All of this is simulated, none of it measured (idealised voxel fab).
Herein follows the process module entitled voxel wiring stack.
140 nm wide, 5 nm square cells: that's cross-section cut.
In this document a cross-section is written as a grid of square cells. It is given as a series of bands, listed from the top down, and a band is one or more rows of cells. Band: top height; bottom height; in nm. Then, left to right: material with width in nm, for each material. "edge to edge": a single material spanning edge to edge. "air": empty space. The reference from which all heights are counted is 0, the level beneath which the as-received wafer is entirely one material; the lowest band, having no lower bound, proceeds downward and is written after the example "0 down". Read "30->40" as a graded width: first number on top, second number at the bottom, same change between each pair of neighbouring rows. "no modification" for a step: no cell of the cross-section changed in that step. Each empty space that has no open way to the top and spans at least 8 cells appears under "Closed void listing" as width x height at distance, the distance counted from the left edge, all in nm. The remark found on a step's line after its settings is issued by the simulator itself and pertains to that step. "overlay nm" answers the question of how far to the right of plan the mask lay on a step that has a mask, and when it is negative the answer is to the left.

Planned process steps
1. RECEIVE [material Si]
2. CONFORMAL_DEP [material SiO2] [thk nm 10]
3. DIRECTIONAL_DEP [material TiN] [thk nm 5]
4. DIRECTIONAL_DEP [material W] [thk nm 20]
5. PATTERN [tone cover] [mask id METAL_1] [material resist] [width nm 25] [pitch nm 55] [thk nm 15] [overlay nm 0]
6. DIRECTIONAL_ETCH [etch materials W] [depth nm 20]
7. DIRECTIONAL_ETCH [etch materials TiN] [depth nm 5]
8. STRIP [etch materials resist]
9. CONFORMAL_DEP [material SiCN] [thk nm 5]
10. FILL_DEP [material lowk] [thk nm 5]
11. CMP [height nm 35]
12. CONFORMAL_DEP [material SiCN] [thk nm 5]
13. DIRECTIONAL_DEP [material lowk] [thk nm 20]
14. PATTERN [tone open] [mask id PLUG_1] [material resist] [width nm 15] [pitch nm 55] [thk nm 15] [overlay nm 0]
15. DIRECTIONAL_ETCH [etch materials lowk] [depth nm 20]
16. DIRECTIONAL_ETCH [etch materials SiCN] [depth nm 5]
17. STRIP [etch materials resist]
18. CONFORMAL_DEP [material TiN] [thk nm 5]
19. FILL_DEP [material Cu] [thk nm 5]
20. CMP [height nm 60]
21. DIRECTIONAL_DEP [material TiN] [thk nm 5]
22. DIRECTIONAL_DEP [material Ru] [thk nm 20]
23. PATTERN [tone cover] [mask id METAL_2] [material resist] [width nm 25] [pitch nm 55] [thk nm 20] [overlay nm 0]
24. DIRECTIONAL_ETCH [etch materials Ru] [depth nm 20]
25. DIRECTIONAL_ETCH [etch materials TiN] [depth nm 5]
26. STRIP [etch materials resist]
27. CONFORMAL_DEP [material SiCN] [thk nm 5]
28. FILL_DEP [material SiO2] [thk nm 10]
29. CMP [height nm 85]
30. CONFORMAL_DEP [material SiCN] [thk nm 5]
31. DIRECTIONAL_DEP [material lowk] [thk nm 35]
32. DIRECTIONAL_DEP [material aC] [thk nm 10]
33. PATTERN [tone open] [mask id METAL_3_HOLES] [material resist] [width nm 15] [thk nm 25] [overlay nm 0]
34. DIRECTIONAL_ETCH [etch materials aC] [depth nm 10]
35. STRIP [etch materials resist]
36. DIRECTIONAL_ETCH [etch materials lowk] [depth nm 35]
37. STRIP [etch materials aC]
38. PATTERN [tone open] [mask id METAL_3] [material resist] [width nm 25] [pitch nm 55] [thk nm 15] [overlay nm 0]
39. DIRECTIONAL_ETCH [etch materials lowk] [depth nm 20]
40. DIRECTIONAL_ETCH [etch materials SiCN] [depth nm 5]
41. STRIP [etch materials resist]
42. CONFORMAL_DEP [material TiN] [thk nm 5]
43. FILL_DEP [material Cu] [thk nm 10]
44. CMP [height nm 125]
45. CONFORMAL_DEP [material SiCN] [thk nm 5]

Wafer cross-section on receipt, i.e. after step 1
- 0 down = Si edge to edge
- Closed void listing: none

Cross-section, first of two wafers, end of module, run as planned
- 130 to 125 = SiCN edge to edge
- 125 to 110 = lowk: 30 / TiN: 5 / Cu: 15 / TiN: 5 / lowk: 30 / TiN: 5 / Cu: 15 / TiN: 5 / lowk: 30
- 110 to 105 = lowk: 30 / TiN: 5 / Cu: 5 / TiN: 15 / lowk: 30 / TiN: 25 / lowk: 30
- 105 to 90 = lowk: 30 / TiN: 5 / Cu: 5 / TiN: 5 / lowk: 95
- 90 to 85 = SiCN: 30 / TiN: 15 / SiCN: 95
- 85 to 65 = SiO2: 25 / SiCN: 5 / Ru: 25 / SiCN: 5 / SiO2: 20 / SiCN: 5 / Ru: 25 / SiCN: 5 / SiO2: 25
- 65 to 60 = SiCN: 30 / TiN: 25 / SiCN: 30 / TiN: 25 / SiCN: 30
- 60 to 40 = lowk: 30 / TiN: 5 / Cu: 5 / TiN: 5 / lowk: 40 / TiN: 5 / Cu: 5 / TiN: 5 / lowk: 40
- 40 to 35 = SiCN: 30 / TiN: 15 / SiCN: 40 / TiN: 15 / SiCN: 40
- 35 to 15 = lowk: 25 / SiCN: 5 / W: 25 / SiCN: 5 / lowk: 20 / SiCN: 5 / W: 25 / SiCN: 5 / lowk: 25
- 15 to 10 = SiCN: 30 / TiN: 25 / SiCN: 30 / TiN: 25 / SiCN: 30
- 10 to 0 = SiO2 edge to edge
- 0 down = Si edge to edge
- Closed void listing: none

Now the second wafer, cross-sectioned at the end of the module. Nothing different at the start, nothing different in the plan compared with the first, just one mistake when it was actually run
- 130 to 125 = SiCN edge to edge
- 125 to 110 = lowk: 30 / TiN: 5 / Cu: 15 / TiN: 5 / lowk: 30 / TiN: 5 / Cu: 15 / TiN: 5 / lowk: 30
- 110 to 105 = lowk: 30 / TiN: 5 / Cu: 5 / TiN: 15 / lowk: 30 / TiN: 25 / lowk: 30
- 105 to 90 = lowk: 30 / TiN: 5 / Cu: 5 / TiN: 5 / lowk: 95
- 90 to 85 = SiCN: 30 / TiN: 15 / SiCN: 95
- 85 to 80 = SiO2 edge to edge
- 80 to 75 = SiO2: 25 / SiCN: 35 / SiO2: 20 / SiCN: 35 / SiO2: 25
- 75 to 65 = SiO2: 25 / SiCN: 5 / Ru: 25 / SiCN: 5 / SiO2: 20 / SiCN: 5 / Ru: 25 / SiCN: 5 / SiO2: 25
- 65 to 60 = SiCN: 30 / TiN: 25 / SiCN: 30 / TiN: 25 / SiCN: 30
- 60 to 40 = lowk: 30 / TiN: 5 / Cu: 5 / TiN: 5 / lowk: 40 / TiN: 5 / Cu: 5 / TiN: 5 / lowk: 40
- 40 to 35 = SiCN: 30 / TiN: 15 / SiCN: 40 / TiN: 15 / SiCN: 40
- 35 to 15 = lowk: 25 / SiCN: 5 / W: 25 / SiCN: 5 / lowk: 20 / SiCN: 5 / W: 25 / SiCN: 5 / lowk: 25
- 15 to 10 = SiCN: 30 / TiN: 25 / SiCN: 30 / TiN: 25 / SiCN: 30
- 10 to 0 = SiO2 edge to edge
- 0 down = Si edge to edge
- Closed void listing: none
Nonconformance to the process plan: step 22 was run on a setting that differed from the plan, and what really ran there is DIRECTIONAL_DEP [material Ru] [thk nm 10]
Once processing is complete, comparing cell counts shows that the second wafer has more or fewer of certain materials than the first: 20 fewer of Ru; 6 more of SiCN; 14 more of SiO2
